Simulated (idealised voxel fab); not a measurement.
voxel self aligned contacts: a process module
Each square cell in cross-section cut measures 5 nm, and the section as a whole is 155 nm wide.
We lay out every cross-section as a grid of square cells and spell it out in bands from the top down, where one band means one or more rows of cells.
Heads up on the band format: heights come first, top then bottom, in nm. After that it's the materials left to right, each with its width in nm. A single material flagged "edge to edge" fills the whole band edge to edge, and "blank" means there's empty space there.
The reference from which all heights are counted is 0, the level beneath which the as-received wafer is entirely one material; the lowest band, having no lower bound, proceeds downward and is written after the example "0..down".
The two numbers in a width such as "30 to 40" mark its ends across the band: the first belongs to the top row of cells, the second to the bottom row, and from each row to the next the width moves by the same amount.
A step reported as "remains unaltered" is a step in which no cell of the cross-section changed.
"Voids, enclosed" - sealed voids, min. 8 cells, no opening to top; format: width x height at distance (distance from left edge; nm throughout).
Formally, on a step line, whatever follows the settings is a remark that the simulator itself makes on the step.
overlay nm: step with mask; distance mask lay right of planned place; negative value = left of planned place.
# Below is the list of planned process steps
1 RECEIVE | material Si
2 OXIDIZE | depth nm 5
3 DIRECTIONAL_DEP | material polySi | thk nm 30
4 DIRECTIONAL_DEP | material SiN | thk nm 25
5 PATTERN | tone cover | mask id GATE | material resist | width nm 25 | pitch nm 65 | thk nm 20 | overlay nm 0
6 DIRECTIONAL_ETCH | etch materials SiN | depth nm 25
7 DIRECTIONAL_ETCH | etch materials polySi | depth nm 30
8 STRIP | etch materials resist
9 CONFORMAL_DEP | material SiN | thk nm 10
10 DIRECTIONAL_ETCH | etch materials SiN | depth nm 10
11 FILL_DEP | material SiO2 | thk nm 20
12 CMP | height nm 65
13 PATTERN | tone open | mask id CONTACT | material resist | width nm 50 | thk nm 20 | overlay nm 0
14 DIRECTIONAL_ETCH | etch materials SiO2 | depth nm 70
15 STRIP | etch materials resist
16 CONFORMAL_DEP | material TiN | thk nm 5
17 FILL_DEP | material W | thk nm 5
18 CMP | height nm 65
19 CONFORMAL_DEP | material SiN | thk nm 5
# Below: the first of two wafers, run as planned
# Cross-section of the wafer as it came to us, i.e., already through step 1
    0..down  Si edge to edge
    Voids, enclosed: none
# After step 2, in cross-section
    0..-5  SiO2 edge to edge
    Everything below -5 is unchanged.
# After step 3, in cross-section
    30..0  polySi edge to edge
    Everything below 0 is unchanged.
# After step 4, in cross-section
    55..30  SiN edge to edge
    Everything below 30 is unchanged.
# After step 5, in cross-section
    75..55  30 of blank / 25 of resist / 40 of blank / 25 of resist / 35 of blank
    Everything below 55 is unchanged.
# After step 6, in cross-section
    75..55  30 of blank / 25 of resist / 40 of blank / 25 of resist / 35 of blank
    55..30  30 of blank / 25 of SiN / 40 of blank / 25 of SiN / 35 of blank
    Everything below 30 is unchanged.
# After step 7, in cross-section
    75..55  30 of blank / 25 of resist / 40 of blank / 25 of resist / 35 of blank
    55..30  30 of blank / 25 of SiN / 40 of blank / 25 of SiN / 35 of blank
    30..0  30 of blank / 25 of polySi / 40 of blank / 25 of polySi / 35 of blank
    Everything below 0 is unchanged.
# After step 8, in cross-section
    55..30  30 of blank / 25 of SiN / 40 of blank / 25 of SiN / 35 of blank
    Everything below 30 is unchanged.
# After step 9, in cross-section
    65..30  20 of blank / 45 of SiN / 20 of blank / 45 of SiN / 25 of blank
    30..10  20 of blank / 10 of SiN / 25 of polySi / 10 of SiN / 20 of blank / 10 of SiN / 25 of polySi / 10 of SiN / 25 of blank
    10..0  30 of SiN / 25 of polySi / 40 of SiN / 25 of polySi / 35 of SiN
    Everything below 0 is unchanged.
# After step 10, in cross-section
    55..30  20 of blank / 45 of SiN / 20 of blank / 45 of SiN / 25 of blank
    30..0  20 of blank / 10 of SiN / 25 of polySi / 10 of SiN / 20 of blank / 10 of SiN / 25 of polySi / 10 of SiN / 25 of blank
    Everything below 0 is unchanged.
# After step 11, in cross-section
    75..55  SiO2 edge to edge
    55..30  20 of SiO2 / 45 of SiN / 20 of SiO2 / 45 of SiN / 25 of SiO2
    30..0  20 of SiO2 / 10 of SiN / 25 of polySi / 10 of SiN / 20 of SiO2 / 10 of SiN / 25 of polySi / 10 of SiN / 25 of SiO2
    Everything below 0 is unchanged.
# After step 12, in cross-section
    65..55  SiO2 edge to edge
    Everything below 55 is unchanged.
# After step 13, in cross-section
    85..65  50 of resist / 50 of blank / 55 of resist
    Everything below 65 is unchanged.
# After step 14, in cross-section
    85..65  50 of resist / 50 of blank / 55 of resist
    65..55  50 of SiO2 / 50 of blank / 55 of SiO2
    55..30  20 of SiO2 / 45 of SiN / 20 of blank / 45 of SiN / 25 of SiO2
    30..0  20 of SiO2 / 10 of SiN / 25 of polySi / 10 of SiN / 20 of blank / 10 of SiN / 25 of polySi / 10 of SiN / 25 of SiO2
    0..-5  65 of SiO2 / 20 of blank / 70 of SiO2
    Everything below -5 is unchanged.
# After step 15, in cross-section
    65..55  50 of SiO2 / 50 of blank / 55 of SiO2
    Everything below 55 is unchanged.
# After step 16, in cross-section
    70..65  55 of TiN / 40 of blank / 60 of TiN
    65..55  50 of SiO2 / 5 to 20 of TiN / 40 to 10 of blank / 5 to 20 of TiN / 55 of SiO2
    55..30  20 of SiO2 / 45 of SiN / 5 of TiN / 10 of blank / 5 of TiN / 45 of SiN / 25 of SiO2
    30..0  20 of SiO2 / 10 of SiN / 25 of polySi / 10 of SiN / 5 of TiN / 10 of blank / 5 of TiN / 10 of SiN / 25 of polySi / 10 of SiN / 25 of SiO2
    0..-5  65 of SiO2 / 20 of TiN / 70 of SiO2
    Everything below -5 is unchanged.
# After step 17, in cross-section
    75..70  W edge to edge
    70..65  55 of TiN / 40 of W / 60 of TiN
    65..55  50 of SiO2 / 5 to 20 of TiN / 40 to 10 of W / 5 to 20 of TiN / 55 of SiO2
    55..30  20 of SiO2 / 45 of SiN / 5 of TiN / 10 of W / 5 of TiN / 45 of SiN / 25 of SiO2
    30..0  20 of SiO2 / 10 of SiN / 25 of polySi / 10 of SiN / 5 of TiN / 10 of W / 5 of TiN / 10 of SiN / 25 of polySi / 10 of SiN / 25 of SiO2
    Everything below 0 is unchanged.
# After step 18, in cross-section
    65..55  50 of SiO2 / 5 to 20 of TiN / 40 to 10 of W / 5 to 20 of TiN / 55 of SiO2
    Everything below 55 is unchanged.
# After step 19, in cross-section
    70..65  SiN edge to edge
    Everything below 65 is unchanged.
# Wafer two. Identical start, identical plan. One mistake in execution. Identical history through step 17
# Second wafer cross-section, taken as of the time the plan sets for step 18 to be done
    60..55  50 of SiO2 / 20 of TiN / 10 of W / 20 of TiN / 55 of SiO2
    Everything below 55 is unchanged.
# Second wafer cross-section, taken as of the time the plan sets for step 19 to be done
    65..60  SiN edge to edge
    Everything below 60 is unchanged.
What went wrong in running the wafer? step 18 ran as: CMP | height nm 60
Final tally in cells, some materials are higher or lower on the second wafer than on the first: -21 SiO2, -2 TiN, -8 W
